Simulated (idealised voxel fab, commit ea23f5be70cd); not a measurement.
Documented hereafter: the process module known as voxel air gaps.
For reference, the cross-section in this document is cut, with width 150 nm and square cells of 5 nm.
In what follows, cross-sections appear as grids of square cells, described through bands that run from the top down, where every band is one or more rows of cells.
Band: top and bottom heights (nm) first, top before bottom; then materials from left to right, widths in nm. "everywhere" marks a sole material filling the band edge to edge. "blank" denotes empty space.
Heads up on the height convention: 0 is the point under which the incoming wafer is all one material, and the lowest band has no bottom, it just keeps going down, like "0..down".
When a width is written as two numbers, as in "30 to 40", the first number is the width in the top row of cells of the band and the second is the width in its bottom row, and the width changes by the same amount from each row to the next.
"no modification" (step): cross-section cells unchanged, all of them.
The list in "Enclosed void catalog" covers empty spaces of 8 cells or more that cannot reach the top through any open way, and it gives each as width x height at distance; the distance is from the left edge, and width, height and distance are in nm.
Post-settings text on a step line: simulator's own remark regarding the step.
You can add "overlay nm" to a step's line. For a step with a mask, it describes how far the mask lay to the right of its planned position, and a negative number describes a lay to the left.
The remainder of this document consists of a sequence of paired cross-sections. Each pair presents the cross-section prior to one process step together with the cross-section following it, the latter being rendered only as deep as the lowest band that underwent change. The intervening step, together with its settings, is stated beneath each pair. Because the pairs may originate from different runs of this module on the same starting wafer, a given pair is to be read as continuing from the preceding pair only where its entry headed "Pre-step geometry" so indicates.

Pre-step geometry:
	0..down: Si everywhere
	Enclosed void catalog: none

Cut View, Post-Step:
	10..0: SiO2 everywhere
	Anything lower than 0 is untouched.
	Enclosed void catalog: none
Step applied between the pre-step and post-step cross-sections shown above: CONFORMAL_DEP | material SiO2 | thk nm 10

Pre-step geometry: The pre-step condition corresponds to the post-step cross-section depicted in the pair directly above.

Cut View, Post-Step:
	15..10: SiN everywhere
	Anything lower than 10 is untouched.
	Enclosed void catalog: none
Step applied between the pre-step and post-step cross-sections shown above: CONFORMAL_DEP | material SiN | thk nm 5

Pre-step geometry: The pre-step condition corresponds to the post-step cross-section depicted in the pair directly above.

Cut View, Post-Step:
	45..15: SiO2 everywhere
	Anything lower than 15 is untouched.
	Enclosed void catalog: none
Step applied between the pre-step and post-step cross-sections shown above: DIRECTIONAL_DEP | material SiO2 | thk nm 30

Pre-step geometry: The pre-step condition corresponds to the post-step cross-section depicted in the pair directly above.

Cut View, Post-Step:
	45..15: SiO2=20, blank=15, SiO2=30, blank=15, SiO2=30, blank=15, SiO2=25
	Anything lower than 15 is untouched.
	Enclosed void catalog: none
Step applied between the pre-step and post-step cross-sections shown above: MASKED_ETCH | tone open | mask id LINES | width nm 15 | pitch nm 45 | etch materials SiO2 | depth nm 30 | overlay nm 0

Pre-step geometry: The pre-step condition corresponds to the post-step cross-section depicted in the pair directly above.

Cut View, Post-Step:
	50..45: TiN=25, blank=5, TiN=40, blank=5, TiN=40, blank=5, TiN=30
	45..20: SiO2=20, TiN=5, blank=5, TiN=5, SiO2=30, TiN=5, blank=5, TiN=5, SiO2=30, TiN=5, blank=5, TiN=5, SiO2=25
	20..15: SiO2=20, TiN=15, SiO2=30, TiN=15, SiO2=30, TiN=15, SiO2=25
	Anything lower than 15 is untouched.
	Enclosed void catalog: none
Step applied between the pre-step and post-step cross-sections shown above: CONFORMAL_DEP | material TiN | thk nm 5

Pre-step geometry: The pre-step condition corresponds to the post-step cross-section depicted in the pair directly above.

Cut View, Post-Step:
	60..50: Ru everywhere
	50..45: TiN=25, Ru=5, TiN=40, Ru=5, TiN=40, Ru=5, TiN=30
	45..20: SiO2=20, TiN=5, Ru=5, TiN=5, SiO2=30, TiN=5, Ru=5, TiN=5, SiO2=30, TiN=5, Ru=5, TiN=5, SiO2=25
	Anything lower than 20 is untouched.
	Enclosed void catalog: none
Step applied between the pre-step and post-step cross-sections shown above: FILL_DEP | material Ru | thk nm 10

Pre-step geometry: The pre-step condition corresponds to the post-step cross-section depicted in the pair directly above.

Cut View, Post-Step:
	45..20: SiO2=20, TiN=5, Ru=5, TiN=5, SiO2=30, TiN=5, Ru=5, TiN=5, SiO2=30, TiN=5, Ru=5, TiN=5, SiO2=25
	Anything lower than 20 is untouched.
	Enclosed void catalog: none
Step applied between the pre-step and post-step cross-sections shown above: CMP | height nm 45

Pre-step geometry: The pre-step condition corresponds to the post-step cross-section depicted in the pair directly above.

Cut View, Post-Step:
	55..45: blank=10, Ru=35, blank=10, Ru=35, blank=10, Ru=35, blank=15
	Anything lower than 45 is untouched.
	Enclosed void catalog: none
Step applied between the pre-step and post-step cross-sections shown above: EPI | material Ru | thk nm 10

Pre-step geometry: The pre-step condition corresponds to the post-step cross-section depicted in the pair directly above.

Cut View, Post-Step:
	55..45: blank=10, Ru=35, blank=10, Ru=35, blank=10, Ru=35, blank=15
	45..20: blank=20, TiN=5, Ru=5, TiN=5, blank=30, TiN=5, Ru=5, TiN=5, blank=30, TiN=5, Ru=5, TiN=5, blank=25
	20..15: blank=20, TiN=15, blank=30, TiN=15, blank=30, TiN=15, blank=25
	Anything lower than 15 is untouched.
	Enclosed void catalog: none
Step applied between the pre-step and post-step cross-sections shown above: SELECTIVE_ETCH | etch materials SiO2 | depth nm 40

Pre-step geometry: The pre-step condition corresponds to the post-step cross-section depicted in the pair directly above.

Cut View, Post-Step:
	60..55: blank=5, SiN=135, blank=10
	55..45: blank=5, SiN=5, Ru=35, SiN=10, Ru=35, SiN=10, Ru=35, SiN=5, blank=10
	45..40: blank=5, SiN=15, TiN=5, Ru=5, TiN=5, SiN=30, TiN=5, Ru=5, TiN=5, SiN=30, TiN=5, Ru=5, TiN=5, SiN=15, blank=10
	40..20: blank=15, SiN=5, TiN=5, Ru=5, TiN=5, SiN=5, blank=20, SiN=5, TiN=5, Ru=5, TiN=5, SiN=5, blank=20, SiN=5, TiN=5, Ru=5, TiN=5, SiN=5, blank=20
	20..15: SiN=20, TiN=15, SiN=30, TiN=15, SiN=30, TiN=15, SiN=25
	Anything lower than 15 is untouched.
	Enclosed void catalog: 20 x 20 at 40; 20 x 20 at 85
Step applied between the pre-step and post-step cross-sections shown above: CONFORMAL_DEP | material SiN | thk nm 5

Pre-step geometry:
	60..50: Ru everywhere
	50..45: TiN=25, Ru=5, TiN=40, Ru=5, TiN=40, Ru=5, TiN=30
	45..20: SiO2=20, TiN=5, Ru=5, TiN=5, SiO2=30, TiN=5, Ru=5, TiN=5, SiO2=30, TiN=5, Ru=5, TiN=5, SiO2=25
	20..15: SiO2=20, TiN=15, SiO2=30, TiN=15, SiO2=30, TiN=15, SiO2=25
	15..10: SiN everywhere
	10..0: SiO2 everywhere
	0..down: Si everywhere
	Enclosed void catalog: none

Cut View, Post-Step:
	70..50: Ru everywhere
	Anything lower than 50 is untouched.
	Enclosed void catalog: none
Step applied between the pre-step and post-step cross-sections shown above: EPI | material Ru | thk nm 10

Pre-step geometry: The pre-step condition corresponds to the post-step cross-section depicted in the pair directly above.

Cut View, Post-Step:
	75..70: SiN everywhere
	Anything lower than 70 is untouched.
	Enclosed void catalog: none
Step applied between the pre-step and post-step cross-sections shown above: CONFORMAL_DEP | material SiN | thk nm 5

Pre-step geometry:
	55..45: blank=10, Ru=35, blank=10, Ru=35, blank=10, Ru=35, blank=15
	45..20: SiO2=20, TiN=5, Ru=5, TiN=5, SiO2=30, TiN=5, Ru=5, TiN=5, SiO2=30, TiN=5, Ru=5, TiN=5, SiO2=25
	20..15: SiO2=20, TiN=15, SiO2=30, TiN=15, SiO2=30, TiN=15, SiO2=25
	15..10: SiN everywhere
	10..0: SiO2 everywhere
	0..down: Si everywhere
	Enclosed void catalog: none

Cut View, Post-Step:
	65..45: Ru=145, blank=5
	Anything lower than 45 is untouched.
	Enclosed void catalog: none
Step applied between the pre-step and post-step cross-sections shown above: EPI | material Ru | thk nm 10

Pre-step geometry: The pre-step condition corresponds to the post-step cross-section depicted in the pair directly above.

Cut View, Post-Step:
	65..45: Ru=145, blank=5
	45..20: SiO2=20, TiN=5, Ru=5, TiN=5, SiO2=30, TiN=5, Ru=5, TiN=5, SiO2=30, TiN=5, Ru=5, TiN=5, blank=25
	20..15: SiO2=20, TiN=15, SiO2=30, TiN=15, SiO2=30, TiN=15, blank=25
	Anything lower than 15 is untouched.
	Enclosed void catalog: none
Step applied between the pre-step and post-step cross-sections shown above: SELECTIVE_ETCH | etch materials SiO2 | depth nm 40

Pre-step geometry: The pre-step condition corresponds to the post-step cross-section depicted in the pair directly above.

Cut View, Post-Step:
	70..65: SiN everywhere
	65..45: Ru=145, SiN=5
	45..40: SiO2=20, TiN=5, Ru=5, TiN=5, SiO2=30, TiN=5, Ru=5, TiN=5, SiO2=30, TiN=5, Ru=5, TiN=5, SiN=25
	40..20: SiO2=20, TiN=5, Ru=5, TiN=5, SiO2=30, TiN=5, Ru=5, TiN=5, SiO2=30, TiN=5, Ru=5, TiN=5, SiN=5, blank=20
	20..15: SiO2=20, TiN=15, SiO2=30, TiN=15, SiO2=30, TiN=15, SiN=25
	Anything lower than 15 is untouched.
	Enclosed void catalog: 20 x 20 at 130
Step applied between the pre-step and post-step cross-sections shown above: CONFORMAL_DEP | material SiN | thk nm 5

Pre-step geometry:
	45..20: SiO2=20, TiN=5, Ru=5, TiN=5, SiO2=30, TiN=5, Ru=5, TiN=5, SiO2=30, TiN=5, Ru=5, TiN=5, SiO2=25
	20..15: SiO2=20, TiN=15, SiO2=30, TiN=15, SiO2=30, TiN=15, SiO2=25
	15..10: SiN everywhere
	10..0: SiO2 everywhere
	0..down: Si everywhere
	Enclosed void catalog: none

Cut View, Post-Step:
	45..20: blank=20, TiN=5, Ru=5, TiN=5, blank=30, TiN=5, Ru=5, TiN=5, blank=30, TiN=5, Ru=5, TiN=5, blank=25
	20..15: blank=20, TiN=15, blank=30, TiN=15, blank=30, TiN=15, blank=25
	Anything lower than 15 is untouched.
	Enclosed void catalog: none
Step applied between the pre-step and post-step cross-sections shown above: SELECTIVE_ETCH | etch materials SiO2 | depth nm 40

Pre-step geometry: The pre-step condition corresponds to the post-step cross-section depicted in the pair directly above.

Cut View, Post-Step:
	55..45: blank=10, Ru=35, blank=10, Ru=35, blank=10, Ru=35, blank=15
	45..20: blank=10, Ru=10, TiN=5, Ru=5, TiN=5, Ru=10, blank=10, Ru=10, TiN=5, Ru=5, TiN=5, Ru=10, blank=10, Ru=10, TiN=5, Ru=5, TiN=5, Ru=10, blank=15
	20..15: blank=10, Ru=10, TiN=15, Ru=10, blank=10, Ru=10, TiN=15, Ru=10, blank=10, Ru=10, TiN=15, Ru=10, blank=15
	Anything lower than 15 is untouched.
	Enclosed void catalog: none
Step applied between the pre-step and post-step cross-sections shown above: EPI | material Ru | thk nm 10

Pre-step geometry: The pre-step condition corresponds to the post-step cross-section depicted in the pair directly above.

Cut View, Post-Step:
	60..55: blank=5, SiN=135, blank=10
	55..45: blank=5, SiN=5, Ru=35, SiN=10, Ru=35, SiN=10, Ru=35, SiN=5, blank=10
	45..20: blank=5, SiN=5, Ru=10, TiN=5, Ru=5, TiN=5, Ru=10, SiN=10, Ru=10, TiN=5, Ru=5, TiN=5, Ru=10, SiN=10, Ru=10, TiN=5, Ru=5, TiN=5, Ru=10, SiN=5, blank=10
	20..15: SiN=10, Ru=10, TiN=15, Ru=10, SiN=10, Ru=10, TiN=15, Ru=10, SiN=10, Ru=10, TiN=15, Ru=10, SiN=15
	Anything lower than 15 is untouched.
	Enclosed void catalog: none
Step applied between the pre-step and post-step cross-sections shown above: CONFORMAL_DEP | material SiN | thk nm 5

Pre-step geometry:
	10..0: SiO2 everywhere
	0..down: Si everywhere
	Enclosed void catalog: none

Cut View, Post-Step:
	25..10: SiN everywhere
	Anything lower than 10 is untouched.
	Enclosed void catalog: none
Step applied between the pre-step and post-step cross-sections shown above: CONFORMAL_DEP | material SiN | thk nm 15

Pre-step geometry: The pre-step condition corresponds to the post-step cross-section depicted in the pair directly above.

Cut View, Post-Step:
	55..25: SiO2 everywhere
	Anything lower than 25 is untouched.
	Enclosed void catalog: none
Step applied between the pre-step and post-step cross-sections shown above: DIRECTIONAL_DEP | material SiO2 | thk nm 30

Pre-step geometry: The pre-step condition corresponds to the post-step cross-section depicted in the pair directly above.

Cut View, Post-Step:
	55..25: SiO2=20, blank=15, SiO2=30, blank=15, SiO2=30, blank=15, SiO2=25
	Anything lower than 25 is untouched.
	Enclosed void catalog: none
Step applied between the pre-step and post-step cross-sections shown above: MASKED_ETCH | tone open | mask id LINES | width nm 15 | pitch nm 45 | etch materials SiO2 | depth nm 30 | overlay nm 0

Pre-step geometry: The pre-step condition corresponds to the post-step cross-section depicted in the pair directly above.

Cut View, Post-Step:
	60..55: TiN=25, blank=5, TiN=40, blank=5, TiN=40, blank=5, TiN=30
	55..30: SiO2=20, TiN=5, blank=5, TiN=5, SiO2=30, TiN=5, blank=5, TiN=5, SiO2=30, TiN=5, blank=5, TiN=5, SiO2=25
	30..25: SiO2=20, TiN=15, SiO2=30, TiN=15, SiO2=30, TiN=15, SiO2=25
	Anything lower than 25 is untouched.
	Enclosed void catalog: none
Step applied between the pre-step and post-step cross-sections shown above: CONFORMAL_DEP | material TiN | thk nm 5

Pre-step geometry: The pre-step condition corresponds to the post-step cross-section depicted in the pair directly above.

Cut View, Post-Step:
	70..60: Ru everywhere
	60..55: TiN=25, Ru=5, TiN=40, Ru=5, TiN=40, Ru=5, TiN=30
	55..30: SiO2=20, TiN=5, Ru=5, TiN=5, SiO2=30, TiN=5, Ru=5, TiN=5, SiO2=30, TiN=5, Ru=5, TiN=5, SiO2=25
	Anything lower than 30 is untouched.
	Enclosed void catalog: none
Step applied between the pre-step and post-step cross-sections shown above: FILL_DEP | material Ru | thk nm 10

Pre-step geometry: The pre-step condition corresponds to the post-step cross-section depicted in the pair directly above.

Cut View, Post-Step:
	45..30: SiO2=20, TiN=5, Ru=5, TiN=5, SiO2=30, TiN=5, Ru=5, TiN=5, SiO2=30, TiN=5, Ru=5, TiN=5, SiO2=25
	Anything lower than 30 is untouched.
	Enclosed void catalog: none
Step applied between the pre-step and post-step cross-sections shown above: CMP | height nm 45

Pre-step geometry: The pre-step condition corresponds to the post-step cross-section depicted in the pair directly above.

Cut View, Post-Step:
	55..45: blank=10, Ru=35, blank=10, Ru=35, blank=10, Ru=35, blank=15
	Anything lower than 45 is untouched.
	Enclosed void catalog: none
Step applied between the pre-step and post-step cross-sections shown above: EPI | material Ru | thk nm 10

Pre-step geometry: The pre-step condition corresponds to the post-step cross-section depicted in the pair directly above.

Cut View, Post-Step:
	55..45: blank=10, Ru=35, blank=10, Ru=35, blank=10, Ru=35, blank=15
	45..30: blank=20, TiN=5, Ru=5, TiN=5, blank=30, TiN=5, Ru=5, TiN=5, blank=30, TiN=5, Ru=5, TiN=5, blank=25
	30..25: blank=20, TiN=15, blank=30, TiN=15, blank=30, TiN=15, blank=25
	Anything lower than 25 is untouched.
	Enclosed void catalog: none
Step applied between the pre-step and post-step cross-sections shown above: SELECTIVE_ETCH | etch materials SiO2 | depth nm 40

Pre-step geometry: The pre-step condition corresponds to the post-step cross-section depicted in the pair directly above.

Cut View, Post-Step:
	60..55: blank=5, SiN=135, blank=10
	55..45: blank=5, SiN=5, Ru=35, SiN=10, Ru=35, SiN=10, Ru=35, SiN=5, blank=10
	45..40: blank=5, SiN=15, TiN=5, Ru=5, TiN=5, SiN=30, TiN=5, Ru=5, TiN=5, SiN=30, TiN=5, Ru=5, TiN=5, SiN=15, blank=10
	40..30: blank=15, SiN=5, TiN=5, Ru=5, TiN=5, SiN=5, blank=20, SiN=5, TiN=5, Ru=5, TiN=5, SiN=5, blank=20, SiN=5, TiN=5, Ru=5, TiN=5, SiN=5, blank=20
	30..25: SiN=20, TiN=15, SiN=30, TiN=15, SiN=30, TiN=15, SiN=25
	Anything lower than 25 is untouched.
	Enclosed void catalog: 20 x 10 at 40; 20 x 10 at 85
Step applied between the pre-step and post-step cross-sections shown above: CONFORMAL_DEP | material SiN | thk nm 5

Pre-step geometry:
	45..15: SiO2 everywhere
	15..10: SiN everywhere
	10..0: SiO2 everywhere
	0..down: Si everywhere
	Enclosed void catalog: none

Cut View, Post-Step:
	45..15: SiO2=20, blank=20, SiO2=25, blank=20, SiO2=25, blank=20, SiO2=20
	Anything lower than 15 is untouched.
	Enclosed void catalog: none
Step applied between the pre-step and post-step cross-sections shown above: MASKED_ETCH | tone open | mask id LINES | width nm 20 | pitch nm 45 | etch materials SiO2 | depth nm 30 | overlay nm 0

Pre-step geometry: The pre-step condition corresponds to the post-step cross-section depicted in the pair directly above.

Cut View, Post-Step:
	50..45: TiN=25, blank=10, TiN=35, blank=10, TiN=35, blank=10, TiN=25
	45..20: SiO2=20, TiN=5, blank=10, TiN=5, SiO2=25, TiN=5, blank=10, TiN=5, SiO2=25, TiN=5, blank=10, TiN=5, SiO2=20
	20..15: SiO2=20, TiN=20, SiO2=25, TiN=20, SiO2=25, TiN=20, SiO2=20
	Anything lower than 15 is untouched.
	Enclosed void catalog: none
Step applied between the pre-step and post-step cross-sections shown above: CONFORMAL_DEP | material TiN | thk nm 5

Pre-step geometry: The pre-step condition corresponds to the post-step cross-section depicted in the pair directly above.

Cut View, Post-Step:
	60..50: Ru everywhere
	50..45: TiN=25, Ru=10, TiN=35, Ru=10, TiN=35, Ru=10, TiN=25
	45..20: SiO2=20, TiN=5, Ru=10, TiN=5, SiO2=25, TiN=5, Ru=10, TiN=5, SiO2=25, TiN=5, Ru=10, TiN=5, SiO2=20
	Anything lower than 20 is untouched.
	Enclosed void catalog: none
Step applied between the pre-step and post-step cross-sections shown above: FILL_DEP | material Ru | thk nm 10

Pre-step geometry: The pre-step condition corresponds to the post-step cross-section depicted in the pair directly above.

Cut View, Post-Step:
	45..20: SiO2=20, TiN=5, Ru=10, TiN=5, SiO2=25, TiN=5, Ru=10, TiN=5, SiO2=25, TiN=5, Ru=10, TiN=5, SiO2=20
	Anything lower than 20 is untouched.
	Enclosed void catalog: none
Step applied between the pre-step and post-step cross-sections shown above: CMP | height nm 45

Pre-step geometry: The pre-step condition corresponds to the post-step cross-section depicted in the pair directly above.

Cut View, Post-Step:
	55..45: blank=10, Ru=40, blank=5, Ru=40, blank=5, Ru=40, blank=10
	Anything lower than 45 is untouched.
	Enclosed void catalog: none
Step applied between the pre-step and post-step cross-sections shown above: EPI | material Ru | thk nm 10

Pre-step geometry: The pre-step condition corresponds to the post-step cross-section depicted in the pair directly above.

Cut View, Post-Step:
	55..45: blank=10, Ru=40, blank=5, Ru=40, blank=5, Ru=40, blank=10
	45..20: blank=20, TiN=5, Ru=10, TiN=5, blank=25, TiN=5, Ru=10, TiN=5, blank=25, TiN=5, Ru=10, TiN=5, blank=20
	20..15: blank=20, TiN=20, blank=25, TiN=20, blank=25, TiN=20, blank=20
	Anything lower than 15 is untouched.
	Enclosed void catalog: none
Step applied between the pre-step and post-step cross-sections shown above: SELECTIVE_ETCH | etch materials SiO2 | depth nm 40

Pre-step geometry: The pre-step condition corresponds to the post-step cross-section depicted in the pair directly above.

Cut View, Post-Step:
	60..55: blank=5, SiN=140, blank=5
	55..45: blank=5, SiN=5, Ru=40, SiN=5, Ru=40, SiN=5, Ru=40, SiN=5, blank=5
	45..40: blank=5, SiN=15, TiN=5, Ru=10, TiN=5, SiN=25, TiN=5, Ru=10, TiN=5, SiN=25, TiN=5, Ru=10, TiN=5, SiN=15, blank=5
	40..20: blank=15, SiN=5, TiN=5, Ru=10, TiN=5, SiN=5, blank=15, SiN=5, TiN=5, Ru=10, TiN=5, SiN=5, blank=15, SiN=5, TiN=5, Ru=10, TiN=5, SiN=5, blank=15
	20..15: SiN=20, TiN=20, SiN=25, TiN=20, SiN=25, TiN=20, SiN=20
	Anything lower than 15 is untouched.
	Enclosed void catalog: 15 x 20 at 45; 15 x 20 at 90
Step applied between the pre-step and post-step cross-sections shown above: CONFORMAL_DEP | material SiN | thk nm 5

Pre-step geometry:
	45..15: SiO2 everywhere
	15..10: SiN everywhere
	10..0: SiO2 everywhere
	0..down: Si everywhere
	Enclosed void catalog: none

Cut View, Post-Step:
	45..15: SiO2=25, blank=15, SiO2=30, blank=15, SiO2=30, blank=15, SiO2=20
	Anything lower than 15 is untouched.
	Enclosed void catalog: none
Step applied between the pre-step and post-step cross-sections shown above: MASKED_ETCH | tone open | mask id LINES | width nm 15 | pitch nm 45 | etch materials SiO2 | depth nm 30 | overlay nm 5

Pre-step geometry: The pre-step condition corresponds to the post-step cross-section depicted in the pair directly above.

Cut View, Post-Step:
	50..45: TiN=30, blank=5, TiN=40, blank=5, TiN=40, blank=5, TiN=25
	45..20: SiO2=25, TiN=5, blank=5, TiN=5, SiO2=30, TiN=5, blank=5, TiN=5, SiO2=30, TiN=5, blank=5, TiN=5, SiO2=20
	20..15: SiO2=25, TiN=15, SiO2=30, TiN=15, SiO2=30, TiN=15, SiO2=20
	Anything lower than 15 is untouched.
	Enclosed void catalog: none
Step applied between the pre-step and post-step cross-sections shown above: CONFORMAL_DEP | material TiN | thk nm 5

Pre-step geometry: The pre-step condition corresponds to the post-step cross-section depicted in the pair directly above.

Cut View, Post-Step:
	60..50: Ru everywhere
	50..45: TiN=30, Ru=5, TiN=40, Ru=5, TiN=40, Ru=5, TiN=25
	45..20: SiO2=25, TiN=5, Ru=5, TiN=5, SiO2=30, TiN=5, Ru=5, TiN=5, SiO2=30, TiN=5, Ru=5, TiN=5, SiO2=20
	Anything lower than 20 is untouched.
	Enclosed void catalog: none
Step applied between the pre-step and post-step cross-sections shown above: FILL_DEP | material Ru | thk nm 10

Pre-step geometry: The pre-step condition corresponds to the post-step cross-section depicted in the pair directly above.

Cut View, Post-Step:
	45..20: SiO2=25, TiN=5, Ru=5, TiN=5, SiO2=30, TiN=5, Ru=5, TiN=5, SiO2=30, TiN=5, Ru=5, TiN=5, SiO2=20
	Anything lower than 20 is untouched.
	Enclosed void catalog: none
Step applied between the pre-step and post-step cross-sections shown above: CMP | height nm 45

Pre-step geometry: The pre-step condition corresponds to the post-step cross-section depicted in the pair directly above.

Cut View, Post-Step:
	55..45: blank=15, Ru=35, blank=10, Ru=35, blank=10, Ru=35, blank=10
	Anything lower than 45 is untouched.
	Enclosed void catalog: none
Step applied between the pre-step and post-step cross-sections shown above: EPI | material Ru | thk nm 10

Pre-step geometry: The pre-step condition corresponds to the post-step cross-section depicted in the pair directly above.

Cut View, Post-Step:
	55..45: blank=15, Ru=35, blank=10, Ru=35, blank=10, Ru=35, blank=10
	45..20: blank=25, TiN=5, Ru=5, TiN=5, blank=30, TiN=5, Ru=5, TiN=5, blank=30, TiN=5, Ru=5, TiN=5, blank=20
	20..15: blank=25, TiN=15, blank=30, TiN=15, blank=30, TiN=15, blank=20
	Anything lower than 15 is untouched.
	Enclosed void catalog: none
Step applied between the pre-step and post-step cross-sections shown above: SELECTIVE_ETCH | etch materials SiO2 | depth nm 40

Pre-step geometry: The pre-step condition corresponds to the post-step cross-section depicted in the pair directly above.

Cut View, Post-Step:
	60..55: blank=10, SiN=135, blank=5
	55..45: blank=10, SiN=5, Ru=35, SiN=10, Ru=35, SiN=10, Ru=35, SiN=5, blank=5
	45..40: blank=10, SiN=15, TiN=5, Ru=5, TiN=5, SiN=30, TiN=5, Ru=5, TiN=5, SiN=30, TiN=5, Ru=5, TiN=5, SiN=15, blank=5
	40..20: blank=20, SiN=5, TiN=5, Ru=5, TiN=5, SiN=5, blank=20, SiN=5, TiN=5, Ru=5, TiN=5, SiN=5, blank=20, SiN=5, TiN=5, Ru=5, TiN=5, SiN=5, blank=15
	20..15: SiN=25, TiN=15, SiN=30, TiN=15, SiN=30, TiN=15, SiN=20
	Anything lower than 15 is untouched.
	Enclosed void catalog: 20 x 20 at 45; 20 x 20 at 90
Step applied between the pre-step and post-step cross-sections shown above: CONFORMAL_DEP | material SiN | thk nm 5

Pre-step geometry:
	55..45: blank=10, Ru=35, blank=10, Ru=35, blank=10, Ru=35, blank=15
	45..20: blank=20, TiN=5, Ru=5, TiN=5, blank=30, TiN=5, Ru=5, TiN=5, blank=30, TiN=5, Ru=5, TiN=5, blank=25
	20..15: blank=20, TiN=15, blank=30, TiN=15, blank=30, TiN=15, blank=25
	15..10: SiN everywhere
	10..0: SiO2 everywhere
	0..down: Si everywhere
	Enclosed void catalog: none

Cut View, Post-Step:
	60..55: blank=5, TiN=135, blank=10
	55..45: blank=5, TiN=5, Ru=35, TiN=10, Ru=35, TiN=10, Ru=35, TiN=5, blank=10
	45..40: blank=5, TiN=20, Ru=5, TiN=40, Ru=5, TiN=40, Ru=5, TiN=20, blank=10
	40..20: blank=15, TiN=10, Ru=5, TiN=10, blank=20, TiN=10, Ru=5, TiN=10, blank=20, TiN=10, Ru=5, TiN=10, blank=20
	20..15: TiN everywhere
	Anything lower than 15 is untouched.
	Enclosed void catalog: 20 x 20 at 40; 20 x 20 at 85
Step applied between the pre-step and post-step cross-sections shown above: CONFORMAL_DEP | material TiN | thk nm 5

Pre-step geometry:
	45..15: SiO2 everywhere
	15..10: SiN everywhere
	10..0: SiO2 everywhere
	0..down: Si everywhere
	Enclosed void catalog: none

Cut View, Post-Step:
	45..15: blank=20, SiO2=15, blank=30, SiO2=15, blank=30, SiO2=15, blank=25
	Anything lower than 15 is untouched.
	Enclosed void catalog: none
Step applied between the pre-step and post-step cross-sections shown above: MASKED_ETCH | tone cover | mask id LINES | width nm 15 | pitch nm 45 | etch materials SiO2 | depth nm 30 | overlay nm 0

Pre-step geometry: The pre-step condition corresponds to the post-step cross-section depicted in the pair directly above.

Cut View, Post-Step:
	50..45: blank=15, TiN=25, blank=20, TiN=25, blank=20, TiN=25, blank=20
	45..20: blank=15, TiN=5, SiO2=15, TiN=5, blank=20, TiN=5, SiO2=15, TiN=5, blank=20, TiN=5, SiO2=15, TiN=5, blank=20
	20..15: TiN=20, SiO2=15, TiN=30, SiO2=15, TiN=30, SiO2=15, TiN=25
	Anything lower than 15 is untouched.
	Enclosed void catalog: none
Step applied between the pre-step and post-step cross-sections shown above: CONFORMAL_DEP | material TiN | thk nm 5

Pre-step geometry: The pre-step condition corresponds to the post-step cross-section depicted in the pair directly above.

Cut View, Post-Step:
	60..50: Ru everywhere
	50..45: Ru=15, TiN=25, Ru=20, TiN=25, Ru=20, TiN=25, Ru=20
	45..20: Ru=15, TiN=5, SiO2=15, TiN=5, Ru=20, TiN=5, SiO2=15, TiN=5, Ru=20, TiN=5, SiO2=15, TiN=5, Ru=20
	Anything lower than 20 is untouched.
	Enclosed void catalog: none
Step applied between the pre-step and post-step cross-sections shown above: FILL_DEP | material Ru | thk nm 10

Pre-step geometry: The pre-step condition corresponds to the post-step cross-section depicted in the pair directly above.

Cut View, Post-Step:
	45..20: Ru=15, TiN=5, SiO2=15, TiN=5, Ru=20, TiN=5, SiO2=15, TiN=5, Ru=20, TiN=5, SiO2=15, TiN=5, Ru=20
	Anything lower than 20 is untouched.
	Enclosed void catalog: none
Step applied between the pre-step and post-step cross-sections shown above: CMP | height nm 45

Pre-step geometry: The pre-step condition corresponds to the post-step cross-section depicted in the pair directly above.

Cut View, Post-Step:
	55..45: Ru everywhere
	Anything lower than 45 is untouched.
	Enclosed void catalog: none
Step applied between the pre-step and post-step cross-sections shown above: EPI | material Ru | thk nm 10

Pre-step geometry: The pre-step condition corresponds to the post-step cross-section depicted in the pair directly above.

Cut View, Post-Step:
	60..55: SiN everywhere
	Anything lower than 55 is untouched.
	Enclosed void catalog: none
Step applied between the pre-step and post-step cross-sections shown above: CONFORMAL_DEP | material SiN | thk nm 5
